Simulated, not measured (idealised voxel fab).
You're looking at the process module voxel released beams.
Displayed cross-section: cut, width of 255 nm, square cells sized 5 nm.
The cross-sections in this document take the form of a grid made of square cells. They are written out as bands, in order from top to bottom. Each band consists of one or more rows of cells.
A band entry consists of two parts. The first gives the height of the band's top and the height of its bottom, in nm. The rest lists the band's materials from left to right, each with its width in nm. A single material labelled with the word "full width" fills the band from edge to edge, and the word "empty" marks empty space.
A quick word on heights: they are counted from 0, and under that level the wafer as it came to us is one material throughout. The lowest band is different from the rest in having no bottom; it simply continues downward, written as in "from 0 down".
When a width is written as two numbers, as in "30..40", the first number is the width in the top row of cells of the band and the second is the width in its bottom row, and the width changes by the same amount from each row to the next.
"changes: none" (step): cross-section cells unchanged, all of them.
Closed empty spaces (no open way to the top) of 8 cells or more are what "Enclosed cavity list" lists, each as width x height at distance from the left edge, nm for all three.
The remark found on a step's line after its settings is issued by the simulator itself and pertains to that step.
Steps that use a mask can have "overlay nm" on their line. It says how far the mask sat to the right of where it was meant to be. Negative means to the left.
## Steps in the process plan
step 1: RECEIVE [material Si]
step 2: CONFORMAL_DEP [material Al2O3] [thk nm 10]
step 3: DIRECTIONAL_DEP [material SiO2] [thk nm 10]
step 4: DIRECTIONAL_DEP [material aC] [thk nm 15]
step 5: PATTERN [tone open] [mask id ANCHOR] [material resist] [width nm 30] [thk nm 35] [overlay nm 0]
step 6: DIRECTIONAL_ETCH [etch materials aC] [depth nm 15]
step 7: STRIP [etch materials resist]
step 8: DIRECTIONAL_ETCH [etch materials SiO2] [depth nm 10]
step 9: STRIP [etch materials aC]
step 10: CONFORMAL_DEP [material SiN] [thk nm 10]
step 11: MASKED_ETCH [tone cover] [mask id BEAM] [width nm 100] [etch materials SiN] [depth nm 10] [overlay nm 0]
step 12: STRIP [etch materials SiO2]
## The first of a set of two wafers, run to plan
## Wafer at receipt (post step 1), cross-section
> from 0 down | Si full width
> Enclosed cavity list: none
## State of the wafer after step 2, shown in cross-section
> from 10 to 0 | Al2O3 full width
> No changes below 0.
## State of the wafer after step 3, shown in cross-section
> from 20 to 10 | SiO2 full width
> No changes below 10.
## State of the wafer after step 4, shown in cross-section
> from 35 to 20 | aC full width
> No changes below 20.
## State of the wafer after step 5, shown in cross-section
> from 70 to 35 | resist 80 nm, then empty 30 nm, then resist 145 nm
> No changes below 35.
## State of the wafer after step 6, shown in cross-section
> from 55 to 35 | resist 80 nm, then empty 30 nm, then resist 145 nm
> from 35 to 20 | aC 80 nm, then empty 30 nm, then aC 145 nm
> No changes below 20.
## State of the wafer after step 7, shown in cross-section
> from 35 to 20 | aC 80 nm, then empty 30 nm, then aC 145 nm
> No changes below 20.
## State of the wafer after step 8, shown in cross-section
> from 35 to 20 | aC 80 nm, then empty 30 nm, then aC 145 nm
> from 20 to 10 | SiO2 80 nm, then empty 30 nm, then SiO2 145 nm
> No changes below 10.
## State of the wafer after step 9, shown in cross-section
> from 20 to 10 | SiO2 80 nm, then empty 30 nm, then SiO2 145 nm
> No changes below 10.
## State of the wafer after step 10, shown in cross-section
> from 30 to 20 | SiN 90 nm, then empty 10 nm, then SiN 155 nm
> from 20 to 10 | SiO2 80 nm, then SiN 30 nm, then SiO2 145 nm
> No changes below 10.
## State of the wafer after step 11, shown in cross-section
> from 30 to 20 | empty 75 nm, then SiN 15 nm, then empty 10 nm, then SiN 75 nm, then empty 80 nm
> No changes below 20.
## State of the wafer after step 12, shown in cross-section
> from 30 to 20 | empty 75 nm, then SiN 15 nm, then empty 10 nm, then SiN 75 nm, then empty 80 nm
> from 20 to 10 | empty 80 nm, then SiN 30 nm, then empty 145 nm
> No changes below 10.
## second wafer: like start, like plan, one mistake. Through step 9 it matches the first wafer
## Cross-sectional view of the second wafer at the intended end time of process step 10
> from 30 to 20 | Al2O3 90 nm, then empty 10 nm, then Al2O3 155 nm
> from 20 to 10 | SiO2 80 nm, then Al2O3 30 nm, then SiO2 145 nm
> No changes below 10.
Cross-sectional view of the second wafer at the intended end time of process step 11: changes: none
Cross-sectional view of the second wafer at the intended end time of process step 12: changes: none
Short version of what went wrong: step 10 deviated from plan and actually ran as CONFORMAL_DEP [material Al2O3] [thk nm 10]
Bottom line after processing is that, in cells, the second wafer is up or down on some materials versus the first: Al2O3 +110; SiN -48; SiO2 +90
